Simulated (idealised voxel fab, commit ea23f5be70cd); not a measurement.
This is a process module. Its name is voxel self aligned contacts.
The width of the displayed cross-section, cut, is 200 nm; its cells are square, with a size of 5 nm.
In this document a cross-section is written as a grid of square cells. It is given as a series of bands, listed from the top down, and a band is one or more rows of cells. Read a band's entry like this: the first values are the height of its top and the height of its bottom in nm, and what follows is the sequence of materials from left to right, each with its width in nm. Note that "empty" is empty space, and that a single material marked "all across" reaches across the band from edge to edge. Below 0: as-received wafer, all one material; heights counted from there. Lowest band: no bottom, goes on down, written "0..down". A two-number width, for instance "30..40", indicates that the width is equal to the first number in the top row of the band and to the second number in the bottom row, and that it changes by a constant amount per row of cells. Step note "identical to before" = no cross-section cell changed. Closed empty spaces (no open way to the top) of 8 cells or more are what "Closed internal cavities" lists, each as width x height at distance from the left edge, nm for all three. On each step's line, the part that comes after the settings is the simulator's own comment on the step. "overlay nm" on a masked step: distance the mask lay right of its planned place, negative for left.
[Intended process steps]
| 1 | RECEIVE (material Si) |
| 2 | OXIDIZE (depth nm 5) |
| 3 | DIRECTIONAL_DEP (material polySi; thk nm 25) |
| 4 | DIRECTIONAL_DEP (material SiN; thk nm 20) |
| 5 | DIRECTIONAL_DEP (material aC; thk nm 10) |
| 6 | PATTERN (tone cover; mask id GATE; material resist; width nm 30; pitch nm 65; thk nm 30; overlay nm 0) |
| 7 | DIRECTIONAL_ETCH (etch materials aC; depth nm 10) |
| 8 | STRIP (etch materials resist) |
| 9 | DIRECTIONAL_ETCH (etch materials SiN; depth nm 20) |
| 10 | DIRECTIONAL_ETCH (etch materials polySi; depth nm 25) |
| 11 | STRIP (etch materials aC) |
| 12 | CONFORMAL_DEP (material SiN; thk nm 10) |
| 13 | DIRECTIONAL_ETCH (etch materials SiN; depth nm 10) |
| 14 | FILL_DEP (material SiO2; thk nm 15) |
| 15 | CMP (height nm 55) |
| 16 | DIRECTIONAL_DEP (material aC; thk nm 15) |
| 17 | PATTERN (tone open; mask id CONTACT; material resist; width nm 45; thk nm 30; overlay nm 0) |
| 18 | DIRECTIONAL_ETCH (etch materials aC; depth nm 15) |
| 19 | STRIP (etch materials resist) |
| 20 | DIRECTIONAL_ETCH (etch materials SiO2; depth nm 60) |
| 21 | STRIP (etch materials aC) |
| 22 | CONFORMAL_DEP (material TiN; thk nm 5) |
| 23 | FILL_DEP (material Ru; thk nm 5) |
| 24 | CMP (height nm 55) |
| 25 | CONFORMAL_DEP (material SiCN; thk nm 5) |
[Concerning the first of two wafers, which was run in accordance with the plan]
[As-received state of the wafer in cross-section, equivalent to post-step 1]
* 0..down  Si all across
* Closed internal cavities: none
[Wafer xsec, post step 2]
* 0..-5  SiO2 all across
* Everything under -5 stays put, no change at all.
[Wafer xsec, post step 3]
* 25..0  polySi all across
* Everything under 0 stays put, no change at all.
[Wafer xsec, post step 4]
* 45..25  SiN all across
* Everything under 25 stays put, no change at all.
[Wafer xsec, post step 5]
* 55..45  aC all across
* Everything under 45 stays put, no change at all.
[Wafer xsec, post step 6]
* 85..55  empty 50, resist 30, empty 35, resist 30, empty 55
* Everything under 55 stays put, no change at all.
[Wafer xsec, post step 7]
* 75..55  empty 50, resist 30, empty 35, resist 30, empty 55
* 55..45  empty 50, aC 30, empty 35, aC 30, empty 55
* Everything under 45 stays put, no change at all.
[Wafer xsec, post step 8]
* 55..45  empty 50, aC 30, empty 35, aC 30, empty 55
* Everything under 45 stays put, no change at all.
[Wafer xsec, post step 9]
* 55..45  empty 50, aC 30, empty 35, aC 30, empty 55
* 45..25  empty 50, SiN 30, empty 35, SiN 30, empty 55
* Everything under 25 stays put, no change at all.
[Wafer xsec, post step 10]
* 55..45  empty 50, aC 30, empty 35, aC 30, empty 55
* 45..25  empty 50, SiN 30, empty 35, SiN 30, empty 55
* 25..0  empty 50, polySi 30, empty 35, polySi 30, empty 55
* Everything under 0 stays put, no change at all.
[Wafer xsec, post step 11]
* 45..25  empty 50, SiN 30, empty 35, SiN 30, empty 55
* Everything under 25 stays put, no change at all.
[Wafer xsec, post step 12]
* 55..25  empty 40, SiN 50, empty 15, SiN 50, empty 45
* 25..10  empty 40, SiN 10, polySi 30, SiN 10, empty 15, SiN 10, polySi 30, SiN 10, empty 45
* 10..0  SiN 50, polySi 30, SiN 35, polySi 30, SiN 55
* Everything under 0 stays put, no change at all.
[Wafer xsec, post step 13]
* 45..25  empty 40, SiN 50, empty 15, SiN 50, empty 45
* 25..0  empty 40, SiN 10, polySi 30, SiN 10, empty 15, SiN 10, polySi 30, SiN 10, empty 45
* Everything under 0 stays put, no change at all.
[Wafer xsec, post step 14]
* 60..45  SiO2 all across
* 45..25  SiO2 40, SiN 50, SiO2 15, SiN 50, SiO2 45
* 25..0  SiO2 40, SiN 10, polySi 30, SiN 10, SiO2 15, SiN 10, polySi 30, SiN 10, SiO2 45
* Everything under 0 stays put, no change at all.
[Wafer xsec, post step 15]
* 55..45  SiO2 all across
* Everything under 45 stays put, no change at all.
[Wafer xsec, post step 16]
* 70..55  aC all across
* Everything under 55 stays put, no change at all.
[Wafer xsec, post step 17]
* 100..70  resist 75, empty 45, resist 80
* Everything under 70 stays put, no change at all.
[Wafer xsec, post step 18]
* 85..70  resist 75, empty 45, resist 80
* 70..55  aC 75, empty 45, aC 80
* Everything under 55 stays put, no change at all.
[Wafer xsec, post step 19]
* 70..55  aC 75, empty 45, aC 80
* Everything under 55 stays put, no change at all.
[Wafer xsec, post step 20]
* 70..55  aC 75, empty 45, aC 80
* 55..45  SiO2 75, empty 45, SiO2 80
* 45..25  SiO2 40, SiN 50, empty 15, SiN 50, SiO2 45
* 25..0  SiO2 40, SiN 10, polySi 30, SiN 10, empty 15, SiN 10, polySi 30, SiN 10, SiO2 45
* 0..-5  SiO2 90, empty 15, SiO2 95
* Everything under -5 stays put, no change at all.
[Wafer xsec, post step 21]
* 55..45  SiO2 75, empty 45, SiO2 80
* Everything under 45 stays put, no change at all.
[Wafer xsec, post step 22]
* 60..55  TiN 80, empty 35, TiN 85
* 55..45  SiO2 75, TiN 5..20, empty 35..5, TiN 5..20, SiO2 80
* 45..25  SiO2 40, SiN 50, TiN 5, empty 5, TiN 5, SiN 50, SiO2 45
* 25..0  SiO2 40, SiN 10, polySi 30, SiN 10, TiN 5, empty 5, TiN 5, SiN 10, polySi 30, SiN 10, SiO2 45
* 0..-5  SiO2 90, TiN 15, SiO2 95
* Everything under -5 stays put, no change at all.
[Wafer xsec, post step 23]
* 65..60  Ru all across
* 60..55  TiN 80, Ru 35, TiN 85
* 55..45  SiO2 75, TiN 5..20, Ru 35..5, TiN 5..20, SiO2 80
* 45..25  SiO2 40, SiN 50, TiN 5, Ru 5, TiN 5, SiN 50, SiO2 45
* 25..0  SiO2 40, SiN 10, polySi 30, SiN 10, TiN 5, Ru 5, TiN 5, SiN 10, polySi 30, SiN 10, SiO2 45
* Everything under 0 stays put, no change at all.
[Wafer xsec, post step 24]
* 55..45  SiO2 75, TiN 5..20, Ru 35..5, TiN 5..20, SiO2 80
* Everything under 45 stays put, no change at all.
[Wafer xsec, post step 25]
* 60..55  SiCN all across
* Everything under 55 stays put, no change at all.
[Companion wafer, the second of two: same beginning, same intended sequence, one mistake in carrying it out; through step 16 inclusive it tracks the first exactly]
[Cross-section, second wafer, at the end time the plan gives for step 17]
* 100..70  resist 75, empty 50, resist 75
* Everything under 70 stays put, no change at all.
[Cross-section, second wafer, at the end time the plan gives for step 18]
* 85..70  resist 75, empty 50, resist 75
* 70..55  aC 75, empty 50, aC 75
* Everything under 55 stays put, no change at all.
[Cross-section, second wafer, at the end time the plan gives for step 19]
* 70..55  aC 75, empty 50, aC 75
* Everything under 55 stays put, no change at all.
[Cross-section, second wafer, at the end time the plan gives for step 20]
* 70..55  aC 75, empty 50, aC 75
* 55..45  SiO2 75, empty 50, SiO2 75
* 45..25  SiO2 40, SiN 50, empty 15, SiN 50, SiO2 45
* 25..0  SiO2 40, SiN 10, polySi 30, SiN 10, empty 15, SiN 10, polySi 30, SiN 10, SiO2 45
* 0..-5  SiO2 90, empty 15, SiO2 95
* Everything under -5 stays put, no change at all.
[Cross-section, second wafer, at the end time the plan gives for step 21]
* 55..45  SiO2 75, empty 50, SiO2 75
* Everything under 45 stays put, no change at all.
[Cross-section, second wafer, at the end time the plan gives for step 22]
* 60..55  TiN 80, empty 40, TiN 80
* 55..45  SiO2 75, TiN 5..20, empty 40..5, TiN 5..25, SiO2 75
* 45..25  SiO2 40, SiN 50, TiN 5, empty 5, TiN 5, SiN 50, SiO2 45
* 25..0  SiO2 40, SiN 10, polySi 30, SiN 10, TiN 5, empty 5, TiN 5, SiN 10, polySi 30, SiN 10, SiO2 45
* 0..-5  SiO2 90, TiN 15, SiO2 95
* Everything under -5 stays put, no change at all.
[Cross-section, second wafer, at the end time the plan gives for step 23]
* 65..60  Ru all across
* 60..55  TiN 80, Ru 40, TiN 80
* 55..45  SiO2 75, TiN 5..20, Ru 40..5, TiN 5..25, SiO2 75
* 45..25  SiO2 40, SiN 50, TiN 5, Ru 5, TiN 5, SiN 50, SiO2 45
* 25..0  SiO2 40, SiN 10, polySi 30, SiN 10, TiN 5, Ru 5, TiN 5, SiN 10, polySi 30, SiN 10, SiO2 45
* Everything under 0 stays put, no change at all.
[Cross-section, second wafer, at the end time the plan gives for step 24]
* 55..45  SiO2 75, TiN 5..20, Ru 40..5, TiN 5..25, SiO2 75
* Everything under 45 stays put, no change at all.
[Cross-section, second wafer, at the end time the plan gives for step 25]
* 60..55  SiCN all across
* Everything under 55 stays put, no change at all.
What was done differently from what was planned? step 17 did not happen as planned, as run it was PATTERN (tone open; mask id CONTACT; material resist; width nm 50; thk nm 30; overlay nm 0)
It is noted that, at the conclusion of processing, the second wafer exhibits a higher or lower cell count for certain materials relative to the first: Ru: 1 more, SiO2: 2 fewer, TiN: 1 more
